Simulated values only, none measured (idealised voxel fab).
The process module that follows is named voxel tone inversion.
Each square cell in cross-section cut measures 5 nm, and the section as a whole is 255 nm wide.
A cross-section is a grid of square cells, given in bands from the top down. A band is one or more rows of cells. What a band's entry tells you: where the top is and where the bottom is, as heights in nm, and after that what lies inside, material by material from left to right, each with its width in nm. Empty space is written as the word "empty", and a single material marked with the word "edge to edge" occupies the band from edge to edge. Heights are measured from 0, the level below which the as-received wafer is all one material; the lowest band has no bottom and continues downward, written as in "from 0 down". So if you see something like "30 to 40" for the width, read it as the top row of the band sitting at the first number and the bottom row at the second, with every row in between moving by the same amount as the last. "remained unchanged" after a step means that no cell of the cross-section changed. In "Entrapped voids" the enclosed voids are listed, meaning empty spaces of 8 cells or larger without any opening to the top. The form is width x height at distance, distance from the left edge, units nm. Where a step's line continues beyond its settings, the continuation is a remark by the simulator itself on that step. The optional step-line setting "overlay nm" applies to steps with a mask and quantifies how far to the right of its planned location the mask lay, a negative value indicating leftward placement.
[plan]
1) RECEIVE,material Si
2) CONFORMAL_DEP,material SiCN,thk nm 10
3) DIRECTIONAL_DEP,material aC,thk nm 10
4) PATTERN,tone cover,mask id POSTS,material resist,width nm 25,pitch nm 50,thk nm 25,overlay nm 0
5) DIRECTIONAL_ETCH,etch materials aC,depth nm 20
6) STRIP,etch materials resist
7) FILL_DEP,material SiO2,thk nm 10
8) CMP,height nm 30
9) STRIP,etch materials aC
Wafers differ in thk nm at step 3; plan lists the first wafer's value; identical starting state.
[Cross-sectional view of the first of several wafers in the as-received condition, corresponding to the state following step 1]
    from 0 down  Si edge to edge
    Entrapped voids: none
[What follows is a table in which each wafer occupies a row; for the wafer as it stands at the close of the module, the row states, material by material, how many cells have been gained (+) or lost (-) since receipt, and then gives its closed voids]
thk nm 10 | +102 SiCN | +164 SiO2 | +40 aC | Entrapped voids: none
thk nm 15 | +102 SiCN | +144 SiO2 | +60 aC | Entrapped voids: none
thk nm 20 | +102 SiCN | +124 SiO2 | Entrapped voids: none
